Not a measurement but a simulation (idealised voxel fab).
You're looking at the process module voxel transistor to metal.
190 nm wide, 5 nm square cells: that's cross-section cut.
In what follows, cross-sections appear as grids of square cells, described through bands that run from the top down, where every band is one or more rows of cells.
Look at the band entry: it leads with the top's height and the bottom's height in nm. Then it lists the materials left to right, with a width in nm for each. The word "edge to edge" on a single material says that material fills the band edge to edge. The word "empty" is empty space.
The reference from which all heights are counted is 0, the level beneath which the as-received wafer is entirely one material; the lowest band, having no lower bound, proceeds downward and is written after the example "0 nm and below".
Note: "30..40" means the width goes from the first number (top row of the band) to the second number (bottom row) in equal steps per row of cells.
The designation "remained unchanged", where it is given for a processing step, indicates that no cell of the cross-section was altered in the course of that step.
Under "Voids, fully enclosed" you'll find the enclosed gaps, the ones with no way out to the top, that are 8 cells or bigger; each reads width x height at distance, with distance counted from the left edge, everything in nm.
On each step's line, the part that comes after the settings is the simulator's own comment on the step.
The "overlay nm" setting may appear on a step's line; for a step that uses a mask, it gives how far to the right of its planned position the mask lay, and a negative value indicates the left.
The process steps that were planned are listed below:
1) RECEIVE,material Si
2) OXIDIZE,depth nm 5
3) CONFORMAL_DEP,material SiN,thk nm 15
4) MASKED_ETCH,tone cover,mask id ACTIVE,width nm 105,etch materials SiN,depth nm 15,overlay nm 0
5) MASKED_ETCH,tone cover,mask id ACTIVE,width nm 105,etch materials SiO2,depth nm 5,overlay nm 0
6) MASKED_ETCH,tone cover,mask id ACTIVE,width nm 105,etch materials Si,depth nm 30,overlay nm 0
7) OXIDIZE,depth nm 5
8) FILL_DEP,material SiO2,thk nm 10
9) CMP,height nm 15
10) SELECTIVE_ETCH,etch materials SiO2,depth nm 5
11) STRIP,etch materials SiN
12) SELECTIVE_ETCH,etch materials SiO2,depth nm 5
13) OXIDIZE,depth nm 5
14) DIRECTIONAL_DEP,material polySi,thk nm 20
15) DIRECTIONAL_DEP,material SiCN,thk nm 10
16) MASKED_ETCH,tone cover,mask id GATE,width nm 15,etch materials SiCN,depth nm 20,overlay nm 0
17) MASKED_ETCH,tone cover,mask id GATE,width nm 15,etch materials polySi,depth nm 30,overlay nm 0
18) CONFORMAL_DEP,material SiO2,thk nm 5
19) DIRECTIONAL_ETCH,etch materials SiO2,depth nm 5
20) CONFORMAL_DEP,material SiN,thk nm 5
21) DIRECTIONAL_ETCH,etch materials SiN,depth nm 5
22) DIRECTIONAL_ETCH,etch materials SiO2,depth nm 5
23) DIRECTIONAL_ETCH,etch materials Si,depth nm 15
24) EPI,material nSi,thk nm 15
25) FILL_DEP,material SiO2,thk nm 10
26) CMP,height nm 25
27) DIRECTIONAL_DEP,material SiO2,thk nm 10
28) DIRECTIONAL_DEP,material aC,thk nm 10
29) PATTERN,tone open,mask id CONTACT,material resist,width nm 30,pitch nm 55,thk nm 30,overlay nm 0
30) DIRECTIONAL_ETCH,etch materials aC,depth nm 10
31) STRIP,etch materials resist
32) DIRECTIONAL_ETCH,etch materials SiO2,depth nm 45
33) STRIP,etch materials aC
34) CONFORMAL_DEP,material TiN,thk nm 5
35) FILL_DEP,material W,thk nm 10
36) CMP,height nm 35
37) DIRECTIONAL_DEP,material TiN,thk nm 5
38) DIRECTIONAL_DEP,material Ru,thk nm 15
39) PATTERN,tone cover,mask id METAL_1,material resist,width nm 15,pitch nm 70,thk nm 20,overlay nm 0
40) DIRECTIONAL_ETCH,etch materials Ru,depth nm 15
41) DIRECTIONAL_ETCH,etch materials TiN,depth nm 5
42) STRIP,etch materials resist
43) CONFORMAL_DEP,material SiN,thk nm 5
44) FILL_DEP,material SiO2,thk nm 5
45) CMP,height nm 55
46) CONFORMAL_DEP,material SiCN,thk nm 5
47) DIRECTIONAL_DEP,material SiO2,thk nm 30
48) DIRECTIONAL_DEP,material aC,thk nm 15
49) PATTERN,tone open,mask id METAL_2,material resist,width nm 15,pitch nm 70,thk nm 30,overlay nm 0
50) DIRECTIONAL_ETCH,etch materials aC,depth nm 15
51) STRIP,etch materials resist
52) DIRECTIONAL_ETCH,etch materials SiO2,depth nm 20
53) STRIP,etch materials aC
54) MASKED_ETCH,tone open,mask id METAL_2_HOLES,width nm 15,pitch nm 70,etch materials SiO2,depth nm 10,overlay nm 0
55) MASKED_ETCH,tone open,mask id METAL_2_HOLES,width nm 15,pitch nm 70,etch materials SiCN,depth nm 5,overlay nm 0
56) CONFORMAL_DEP,material TiN,thk nm 5
57) FILL_DEP,material Cu,thk nm 5
58) CMP,height nm 90
59) CONFORMAL_DEP,material SiCN,thk nm 5
As received (post step 1): cross-section:
* 0 nm and below | Si edge to edge
* Voids, fully enclosed: none
First wafer of two, sectioned at end of module; run went per plan:
* 95 nm to 90 nm | SiCN edge to edge
* 90 nm to 60 nm | 50 of SiO2; 5 of TiN; 5 of Cu; 5 of TiN; 55 of SiO2; 5 of TiN; 5 of Cu; 5 of TiN; 55 of SiO2
* 60 nm to 55 nm | 50 of SiCN; 15 of TiN; 55 of SiCN; 15 of TiN; 55 of SiCN
* 55 nm to 40 nm | 45 of SiO2; 5 of SiN; 15 of Ru; 5 of SiN; 45 of SiO2; 5 of SiN; 15 of Ru; 5 of SiN; 50 of SiO2
* 40 nm to 35 nm | 50 of SiN; 15 of TiN; 55 of SiN; 15 of TiN; 55 of SiN
* 35 nm to 25 nm | 50 of SiO2; 5 of TiN; 20..15 of W; 5..10 of TiN; 25 of SiO2; 5..10 of TiN; 20..15 of W; 5 of TiN; 55 of SiO2
* 25 nm to 15 nm | 50 of SiO2; 5 of TiN; 15 of W; 5 of TiN; 5 of SiN; 5 of SiO2; 15 of SiCN; 5 of SiO2; 5 of SiN; 5 of TiN; 15 of W; 5 of TiN; 55 of SiO2
* 15 nm to 10 nm | 50 of SiO2; 5 of TiN; 15 of W; 5 of TiN; 5 of SiN; 5 of SiO2; 15 of polySi; 5 of SiO2; 5 of SiN; 5 of TiN; 15 of W; 5 of TiN; 55 of SiO2
* 10 nm to 5 nm | 50 of SiO2; 25 of TiN; 5 of SiN; 5 of SiO2; 15 of polySi; 5 of SiO2; 5 of SiN; 25 of TiN; 55 of SiO2
* 5 nm to -5 nm | 40 of SiO2; 5 of SiN; 5 of SiO2; 10 of TiN; 15 of nSi; 5 of SiN; 5 of SiO2; 15 of polySi; 5 of SiO2; 5 of SiN; 15 of nSi; 10 of TiN; 5 of SiO2; 5 of SiN; 45 of SiO2
* -5 nm to -10 nm | 50 of SiO2; 10 of TiN; 15 of nSi; 35 of SiO2; 15 of nSi; 10 of TiN; 55 of SiO2
* -10 nm to -25 nm | 45 of SiO2; 30 of nSi; 35 of Si; 30 of nSi; 50 of SiO2
* -25 nm to -40 nm | 45 of SiO2; 95 of Si; 50 of SiO2
* -40 nm and below | Si edge to edge
* Voids, fully enclosed: none
End of module, second wafer, cross-section. Started like the first, planned like the first, run with one mistake:
* 95 nm to 90 nm | SiCN edge to edge
* 90 nm to 60 nm | 50 of SiO2; 5 of TiN; 5 of Cu; 5 of TiN; 55 of SiO2; 5 of TiN; 5 of Cu; 5 of TiN; 55 of SiO2
* 60 nm to 55 nm | 50 of SiCN; 15 of TiN; 55 of SiCN; 15 of TiN; 55 of SiCN
* 55 nm to 40 nm | 45 of SiO2; 5 of SiN; 15 of Ru; 5 of SiN; 45 of SiO2; 5 of SiN; 15 of Ru; 5 of SiN; 50 of SiO2
* 40 nm to 35 nm | 50 of SiN; 15 of TiN; 55 of SiN; 15 of TiN; 55 of SiN
* 35 nm to 25 nm | 50 of SiO2; 5 of TiN; 20..15 of W; 5..10 of TiN; 25 of SiO2; 5..10 of TiN; 20..15 of W; 5 of TiN; 55 of SiO2
* 25 nm to 20 nm | 50 of SiO2; 25 of TiN; 5 of SiN; 5 of SiO2; 15 of SiCN; 5 of SiO2; 5 of SiN; 25 of TiN; 55 of SiO2
* 20 nm to 15 nm | 45 of SiO2; 30 of nSi; 5 of SiN; 5 of SiO2; 15 of SiCN; 5 of SiO2; 5 of SiN; 30 of nSi; 50 of SiO2
* 15 nm to 5 nm | 45 of SiO2; 30 of nSi; 5 of SiN; 5 of SiO2; 15 of polySi; 5 of SiO2; 5 of SiN; 30 of nSi; 50 of SiO2
* 5 nm to -5 nm | 40 of SiO2; 5 of SiN; 30 of nSi; 5 of SiN; 5 of SiO2; 15 of polySi; 5 of SiO2; 5 of SiN; 30 of nSi; 5 of SiN; 45 of SiO2
* -5 nm to -10 nm | 45 of SiO2; 30 of nSi; 35 of SiO2; 30 of nSi; 50 of SiO2
* -10 nm to -25 nm | 45 of SiO2; 30 of nSi; 35 of Si; 30 of nSi; 50 of SiO2
* -25 nm to -40 nm | 45 of SiO2; 95 of Si; 50 of SiO2
* -40 nm and below | Si edge to edge
* Voids, fully enclosed: none
Run error: plan step 24 was conducted twice
Per the end-of-run cell counts, the second wafer holds more or fewer of some materials than the first: -12 SiO2, -24 TiN, -18 W, +54 nSi
